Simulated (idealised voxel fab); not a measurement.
Process module, titled voxel fin reveal
The cross-section shown here is cut; it is 150 nm wide and divided into square cells measuring 5 nm on a side.
We lay out every cross-section as a grid of square cells and spell it out in bands from the top down, where one band means one or more rows of cells. Look at the band entry: it leads with the top's height and the bottom's height in nm. Then it lists the materials left to right, with a width in nm for each. The word "all across" on a single material says that material fills the band edge to edge. The word "blank" is empty space. A quick word on heights: they are counted from 0, and under that level the wafer as it came to us is one material throughout. The lowest band is different from the rest in having no bottom; it simply continues downward, written as in "z 0 and below". When a width is written as two numbers, as in "30->40", the first number is the width in the top row of cells of the band and the second is the width in its bottom row, and the width changes by the same amount from each row to the next. The designation "left unchanged", where it is given for a processing step, indicates that no cell of the cross-section was altered in the course of that step. This entry, "Closed void roster", enumerates those empty regions of no fewer than 8 cells that possess no open connection to the top. Each region is reported in the form width x height at distance, the distance being taken from the left edge, with all three quantities expressed in nm. after a step's settings: what the simulator itself notes on the step. "overlay nm" answers the question of how far to the right of plan the mask lay on a step that has a mask, and when it is negative the answer is to the left.
The process steps that were planned are listed below:
- 1: RECEIVE with material Si
- 2: CONFORMAL_DEP with material SiN, thk nm 10
- 3: DIRECTIONAL_DEP with material aC, thk nm 10
- 4: PATTERN with tone cover, mask id FINS, material resist, width nm 15, pitch nm 40, thk nm 25, overlay nm 0
- 5: DIRECTIONAL_ETCH with etch materials aC, depth nm 10
- 6: STRIP with etch materials resist
- 7: DIRECTIONAL_ETCH with etch materials SiN, depth nm 10
- 8: DIRECTIONAL_ETCH with etch materials Si, depth nm 40
- 9: STRIP with etch materials aC
- 10: FILL_DEP with material SiO2, thk nm 5
- 11: CMP with height nm 10
- 12: SELECTIVE_ETCH with etch materials SiO2, depth nm 25
- 13: STRIP with etch materials SiN
First of two wafers, with the run carried out as planned:
Delivered wafer in cross-section: state after step 1:
z 0 and below: Si all across
Closed void roster: none
Upon completion of step 2, the wafer appears in cross-section as shown:
z 10 to 0: SiN all across
Below 0, no change.
Upon completion of step 3, the wafer appears in cross-section as shown:
z 20 to 10: aC all across
Below 10, no change.
Upon completion of step 4, the wafer appears in cross-section as shown:
z 45 to 20: blank 45 | resist 15 | blank 25 | resist 15 | blank 50
Below 20, no change.
Upon completion of step 5, the wafer appears in cross-section as shown:
z 35 to 20: blank 45 | resist 15 | blank 25 | resist 15 | blank 50
z 20 to 10: blank 45 | aC 15 | blank 25 | aC 15 | blank 50
Below 10, no change.
Upon completion of step 6, the wafer appears in cross-section as shown:
z 20 to 10: blank 45 | aC 15 | blank 25 | aC 15 | blank 50
Below 10, no change.
Upon completion of step 7, the wafer appears in cross-section as shown:
z 20 to 10: blank 45 | aC 15 | blank 25 | aC 15 | blank 50
z 10 to 0: blank 45 | SiN 15 | blank 25 | SiN 15 | blank 50
Below 0, no change.
Upon completion of step 8, the wafer appears in cross-section as shown:
z 20 to 10: blank 45 | aC 15 | blank 25 | aC 15 | blank 50
z 10 to 0: blank 45 | SiN 15 | blank 25 | SiN 15 | blank 50
z 0 to -40: blank 45 | Si 15 | blank 25 | Si 15 | blank 50
Below -40, no change.
Upon completion of step 9, the wafer appears in cross-section as shown:
z 10 to 0: blank 45 | SiN 15 | blank 25 | SiN 15 | blank 50
Below 0, no change.
Upon completion of step 10, the wafer appears in cross-section as shown:
z 15 to 10: SiO2 all across
z 10 to 0: SiO2 45 | SiN 15 | SiO2 25 | SiN 15 | SiO2 50
z 0 to -40: SiO2 45 | Si 15 | SiO2 25 | Si 15 | SiO2 50
Below -40, no change.
Upon completion of step 11, the wafer appears in cross-section as shown:
z 10 to 0: SiO2 45 | SiN 15 | SiO2 25 | SiN 15 | SiO2 50
Below 0, no change.
Upon completion of step 12, the wafer appears in cross-section as shown:
z 10 to 0: blank 45 | SiN 15 | blank 25 | SiN 15 | blank 50
z 0 to -15: blank 45 | Si 15 | blank 25 | Si 15 | blank 50
Below -15, no change.
Upon completion of step 13, the wafer appears in cross-section as shown:
z 0 to -15: blank 45 | Si 15 | blank 25 | Si 15 | blank 50
Below -15, no change.
Now the other wafer: same start, same recipe, but we messed up one thing when running it. Up to and including step 3 it's the same as the first one:
Cross-section of the second wafer when, according to plan, step 4 should have finished:
z 45 to 20: resist 45 | blank 15 | resist 25 | blank 15 | resist 50
Below 20, no change.
Cross-section of the second wafer when, according to plan, step 5 should have finished:
z 35 to 20: resist 45 | blank 15 | resist 25 | blank 15 | resist 50
z 20 to 10: aC 45 | blank 15 | aC 25 | blank 15 | aC 50
Below 10, no change.
Cross-section of the second wafer when, according to plan, step 6 should have finished:
z 20 to 10: aC 45 | blank 15 | aC 25 | blank 15 | aC 50
Below 10, no change.
Cross-section of the second wafer when, according to plan, step 7 should have finished:
z 20 to 10: aC 45 | blank 15 | aC 25 | blank 15 | aC 50
z 10 to 0: SiN 45 | blank 15 | SiN 25 | blank 15 | SiN 50
Below 0, no change.
Cross-section of the second wafer when, according to plan, step 8 should have finished:
z 20 to 10: aC 45 | blank 15 | aC 25 | blank 15 | aC 50
z 10 to 0: SiN 45 | blank 15 | SiN 25 | blank 15 | SiN 50
z 0 to -40: Si 45 | blank 15 | Si 25 | blank 15 | Si 50
Below -40, no change.
Cross-section of the second wafer when, according to plan, step 9 should have finished:
z 10 to 0: SiN 45 | blank 15 | SiN 25 | blank 15 | SiN 50
Below 0, no change.
Cross-section of the second wafer when, according to plan, step 10 should have finished:
z 15 to 10: SiO2 all across
z 10 to 0: SiN 45 | SiO2 15 | SiN 25 | SiO2 15 | SiN 50
z 0 to -40: Si 45 | SiO2 15 | Si 25 | SiO2 15 | Si 50
Below -40, no change.
Cross-section of the second wafer when, according to plan, step 11 should have finished:
z 10 to 0: SiN 45 | SiO2 15 | SiN 25 | SiO2 15 | SiN 50
Below 0, no change.
Cross-section of the second wafer when, according to plan, step 12 should have finished:
z 10 to 0: SiN 45 | blank 15 | SiN 25 | blank 15 | SiN 50
z 0 to -15: Si 45 | blank 15 | Si 25 | blank 15 | Si 50
Below -15, no change.
Cross-section of the second wafer when, according to plan, step 13 should have finished:
z 0 to -15: Si 45 | blank 15 | Si 25 | blank 15 | Si 50
Below -15, no change.
Processing error: step 4 was not run as planned; what actually ran was PATTERN with tone open, mask id FINS, material resist, width nm 15, pitch nm 40, thk nm 25, overlay nm 0
Cell-count delta at end, second wafer over first, by material: Si +144, SiO2 -90
